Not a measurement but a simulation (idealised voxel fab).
The process module that follows is named voxel tone inversion.
Section cut is 220 nm wide and gridded with 5 nm square cells.
A cross-section is a grid of square cells, given in bands from the top down. A band is one or more rows of cells.
The entry gives the band's vertical extent as a top height and a bottom height in nm, then its horizontal make-up as materials from left to right, each with a width in nm. "blank" stands for empty space; a single material marked "all across" fills the band edge to edge.
Below 0: as-received wafer, all one material; heights counted from there. Lowest band: no bottom, goes on down, written "z 0 and below".
Quick explanation for "30 to 40": the width changes in equal steps down the rows of cells, from the first number in the band's top row to the second number in its bottom row.
Basically "no alterations made" means that step didn't change any cell in the cross-section.
So "Closed internal voids" is basically the list of trapped voids: any empty space of 8 cells or more that can't reach the top through an opening. They're written width x height at distance, the distance being from the left edge, and it's all nm.
The remark found on a step's line after its settings is issued by the simulator itself and pertains to that step.
overlay nm: where the mask lay relative to plan, measured to the right, on steps with a mask; negatives go left.
Steps planned for the process
1: RECEIVE | material Si
2: CONFORMAL_DEP | material SiCN | thk nm 10
3: DIRECTIONAL_DEP | material aC | thk nm 15
4: PATTERN | tone cover | mask id POSTS | material resist | width nm 25 | pitch nm 55 | thk nm 25 | overlay nm 0
5: DIRECTIONAL_ETCH | etch materials aC | depth nm 15
6: STRIP | etch materials resist
7: FILL_DEP | material lowk | thk nm 5
8: CMP | height nm 25
9: STRIP | etch materials aC
10: CONFORMAL_DEP | material TiN | thk nm 5
11: FILL_DEP | material Ru | thk nm 10
12: CMP | height nm 25
13: CONFORMAL_DEP | material SiN | thk nm 5
Wafer, first of two, run as planned
As received (post step 1): cross-section
    z 0 and below = Si all across
    Closed internal voids: none
Wafer section view after processing step 2
    z 10 to 0 = SiCN all across
    At heights below 0, the structure remains unaltered.
Wafer section view after processing step 3
    z 25 to 10 = aC all across
    At heights below 10, the structure remains unaltered.
Wafer section view after processing step 4
    z 50 to 25 = blank=40, then resist=25, then blank=30, then resist=25, then blank=30, then resist=25, then blank=45
    At heights below 25, the structure remains unaltered.
Wafer section view after processing step 5
    z 35 to 25 = blank=40, then resist=25, then blank=30, then resist=25, then blank=30, then resist=25, then blank=45
    z 25 to 10 = blank=40, then aC=25, then blank=30, then aC=25, then blank=30, then aC=25, then blank=45
    At heights below 10, the structure remains unaltered.
Wafer section view after processing step 6
    z 25 to 10 = blank=40, then aC=25, then blank=30, then aC=25, then blank=30, then aC=25, then blank=45
    At heights below 10, the structure remains unaltered.
Wafer section view after processing step 7
    z 30 to 25 = lowk all across
    z 25 to 10 = lowk=40, then aC=25, then lowk=30, then aC=25, then lowk=30, then aC=25, then lowk=45
    At heights below 10, the structure remains unaltered.
Wafer section view after processing step 8
    z 25 to 10 = lowk=40, then aC=25, then lowk=30, then aC=25, then lowk=30, then aC=25, then lowk=45
    At heights below 10, the structure remains unaltered.
Wafer section view after processing step 9
    z 25 to 10 = lowk=40, then blank=25, then lowk=30, then blank=25, then lowk=30, then blank=25, then lowk=45
    At heights below 10, the structure remains unaltered.
Wafer section view after processing step 10
    z 30 to 25 = TiN=45, then blank=15, then TiN=40, then blank=15, then TiN=40, then blank=15, then TiN=50
    z 25 to 15 = lowk=40, then TiN=5, then blank=15, then TiN=5, then lowk=30, then TiN=5, then blank=15, then TiN=5, then lowk=30, then TiN=5, then blank=15, then TiN=5, then lowk=45
    z 15 to 10 = lowk=40, then TiN=25, then lowk=30, then TiN=25, then lowk=30, then TiN=25, then lowk=45
    At heights below 10, the structure remains unaltered.
Wafer section view after processing step 11
    z 40 to 30 = Ru all across
    z 30 to 25 = TiN=45, then Ru=15, then TiN=40, then Ru=15, then TiN=40, then Ru=15, then TiN=50
    z 25 to 15 = lowk=40, then TiN=5, then Ru=15, then TiN=5, then lowk=30, then TiN=5, then Ru=15, then TiN=5, then lowk=30, then TiN=5, then Ru=15, then TiN=5, then lowk=45
    At heights below 15, the structure remains unaltered.
Wafer section view after processing step 12
    z 25 to 15 = lowk=40, then TiN=5, then Ru=15, then TiN=5, then lowk=30, then TiN=5, then Ru=15, then TiN=5, then lowk=30, then TiN=5, then Ru=15, then TiN=5, then lowk=45
    At heights below 15, the structure remains unaltered.
Wafer section view after processing step 13
    z 30 to 25 = SiN all across
    At heights below 25, the structure remains unaltered.
The second wafer began exactly as the first did and followed the same plan, but one mistake was made while running it; through step 3 inclusive, the two wafers are identical
The second wafer in cross-section, at the planned close of step 4
    z 50 to 25 = resist=40, then blank=25, then resist=30, then blank=25, then resist=30, then blank=25, then resist=45
    At heights below 25, the structure remains unaltered.
The second wafer in cross-section, at the planned close of step 5
    z 35 to 25 = resist=40, then blank=25, then resist=30, then blank=25, then resist=30, then blank=25, then resist=45
    z 25 to 10 = aC=40, then blank=25, then aC=30, then blank=25, then aC=30, then blank=25, then aC=45
    At heights below 10, the structure remains unaltered.
The second wafer in cross-section, at the planned close of step 6
    z 25 to 10 = aC=40, then blank=25, then aC=30, then blank=25, then aC=30, then blank=25, then aC=45
    At heights below 10, the structure remains unaltered.
The second wafer in cross-section, at the planned close of step 7
    z 30 to 25 = lowk all across
    z 25 to 10 = aC=40, then lowk=25, then aC=30, then lowk=25, then aC=30, then lowk=25, then aC=45
    At heights below 10, the structure remains unaltered.
The second wafer in cross-section, at the planned close of step 8
    z 25 to 10 = aC=40, then lowk=25, then aC=30, then lowk=25, then aC=30, then lowk=25, then aC=45
    At heights below 10, the structure remains unaltered.
The second wafer in cross-section, at the planned close of step 9
    z 25 to 10 = blank=40, then lowk=25, then blank=30, then lowk=25, then blank=30, then lowk=25, then blank=45
    At heights below 10, the structure remains unaltered.
The second wafer in cross-section, at the planned close of step 10
    z 30 to 25 = blank=35, then TiN=35, then blank=20, then TiN=35, then blank=20, then TiN=35, then blank=40
    z 25 to 15 = blank=35, then TiN=5, then lowk=25, then TiN=5, then blank=20, then TiN=5, then lowk=25, then TiN=5, then blank=20, then TiN=5, then lowk=25, then TiN=5, then blank=40
    z 15 to 10 = TiN=40, then lowk=25, then TiN=30, then lowk=25, then TiN=30, then lowk=25, then TiN=45
    At heights below 10, the structure remains unaltered.
The second wafer in cross-section, at the planned close of step 11
    z 40 to 30 = Ru all across
    z 30 to 25 = Ru=35, then TiN=35, then Ru=20, then TiN=35, then Ru=20, then TiN=35, then Ru=40
    z 25 to 15 = Ru=35, then TiN=5, then lowk=25, then TiN=5, then Ru=20, then TiN=5, then lowk=25, then TiN=5, then Ru=20, then TiN=5, then lowk=25, then TiN=5, then Ru=40
    At heights below 15, the structure remains unaltered.
The second wafer in cross-section, at the planned close of step 12
    z 25 to 15 = Ru=35, then TiN=5, then lowk=25, then TiN=5, then Ru=20, then TiN=5, then lowk=25, then TiN=5, then Ru=20, then TiN=5, then lowk=25, then TiN=5, then Ru=40
    At heights below 15, the structure remains unaltered.
The second wafer in cross-section, at the planned close of step 13
    z 30 to 25 = SiN all across
    At heights below 25, the structure remains unaltered.
Short version of what went wrong: in deviation from the planned setting, step 4 was conducted as PATTERN | tone open | mask id POSTS | material resist | width nm 25 | pitch nm 55 | thk nm 25 | overlay nm 0
The final cell counts differ between the wafers, with the second having more or fewer of some materials than the first: +28 Ru; +14 TiN; -42 lowk
